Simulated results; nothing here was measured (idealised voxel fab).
Process module name: voxel self aligned vias
The cross-section on display is named cut; it measures 240 nm wide, and its cells are 5 nm squares.
Heads up, the way a cross-section reads in here is a grid of square cells, handed over as bands from the top down, with every band being one or more rows of cells. Top height, bottom height, nm. Materials left to right, width each, nm. Single material + "throughout" = fills band edge to edge. "air" = empty. It should be noted that heights are counted from 0, beneath which the wafer as supplied is of one material throughout, and that the lowest band possesses no lower boundary but continues downward, as written in "0 nm and below". The notation "30..40" denotes a width that varies across the rows of cells in the band, beginning at the first number in the top row, finishing at the second number in the bottom row, and changing by an identical amount from each row to the next. Where the words "identical to before" appear for a step, the cross-section shows no cell changed by that step; every cell remained as before. Entry "Sealed void inventory". Content: empty spaces with no open connection to the top, size 8 cells or greater. Each: width x height at distance. Distance: from left edge. Unit: nm. Read whatever lies past the settings on a step's line as the simulator's own remark about the step. You can add "overlay nm" to a step's line. For a step with a mask, it describes how far the mask lay to the right of its planned position, and a negative number describes a lay to the left.
Planned step list for the process
1,RECEIVE: material Si
2,CONFORMAL_DEP: material SiO2, thk nm 10
3,CONFORMAL_DEP: material SiCN, thk nm 5
4,DIRECTIONAL_DEP: material SiO2, thk nm 25
5,PATTERN: tone open, mask id LINES, material resist, width nm 20, pitch nm 65, thk nm 15, overlay nm -15
6,DIRECTIONAL_ETCH: etch materials SiO2, depth nm 25
7,STRIP: etch materials resist
8,CONFORMAL_DEP: material TiN, thk nm 5
9,FILL_DEP: material W, thk nm 10
10,CMP: height nm 40
11,SELECTIVE_ETCH: etch materials W Ru TiN, depth nm 10
12,FILL_DEP: material SiN, thk nm 5
13,CMP: height nm 40
14,DIRECTIONAL_DEP: material SiO2, thk nm 15
15,DIRECTIONAL_DEP: material aC, thk nm 10
16,PATTERN: tone open, mask id VIAS, material resist, width nm 40, pitch nm 65, thk nm 30, overlay nm 0
17,DIRECTIONAL_ETCH: etch materials aC, depth nm 10
18,STRIP: etch materials resist
19,DIRECTIONAL_ETCH: etch materials SiO2, depth nm 15
20,DIRECTIONAL_ETCH: etch materials SiN, depth nm 10
21,STRIP: etch materials aC
22,CONFORMAL_DEP: material TiN, thk nm 5
23,FILL_DEP: material Ru, thk nm 5
24,CMP: height nm 55
25,CONFORMAL_DEP: material SiN, thk nm 5
Every wafer here starts from the same state; it is the step 5 overlay nm that distinguishes them, and the value the plan gives belongs to the first wafer.
Cross-section of the first of several wafers on receipt, reflecting completion of step 1
	0 nm and below = Si throughout
	Sealed void inventory: none
Per wafer (row), end of module: delta in cells per material since receipt, (+) for gained, (-) for lost; closed voids after that
overlay nm -15; +28 Ru; +48 SiCN; +52 SiN; +392 SiO2; +48 TiN; +8 W; Sealed void inventory: none
overlay nm -10; +32 Ru; +48 SiCN; +48 SiN; +392 SiO2; +48 TiN; +8 W; Sealed void inventory: none
overlay nm -5; +32 Ru; +48 SiCN; +48 SiN; +392 SiO2; +48 TiN; +8 W; Sealed void inventory: none
overlay nm 0; +32 Ru; +48 SiCN; +48 SiN; +392 SiO2; +48 TiN; +8 W; Sealed void inventory: none
overlay nm 5; +32 Ru; +48 SiCN; +48 SiN; +392 SiO2; +48 TiN; +8 W; Sealed void inventory: none
overlay nm 10; +32 Ru; +48 SiCN; +48 SiN; +392 SiO2; +48 TiN; +8 W; Sealed void inventory: none
overlay nm 15; +28 Ru; +48 SiCN; +52 SiN; +392 SiO2; +48 TiN; +8 W; Sealed void inventory: none
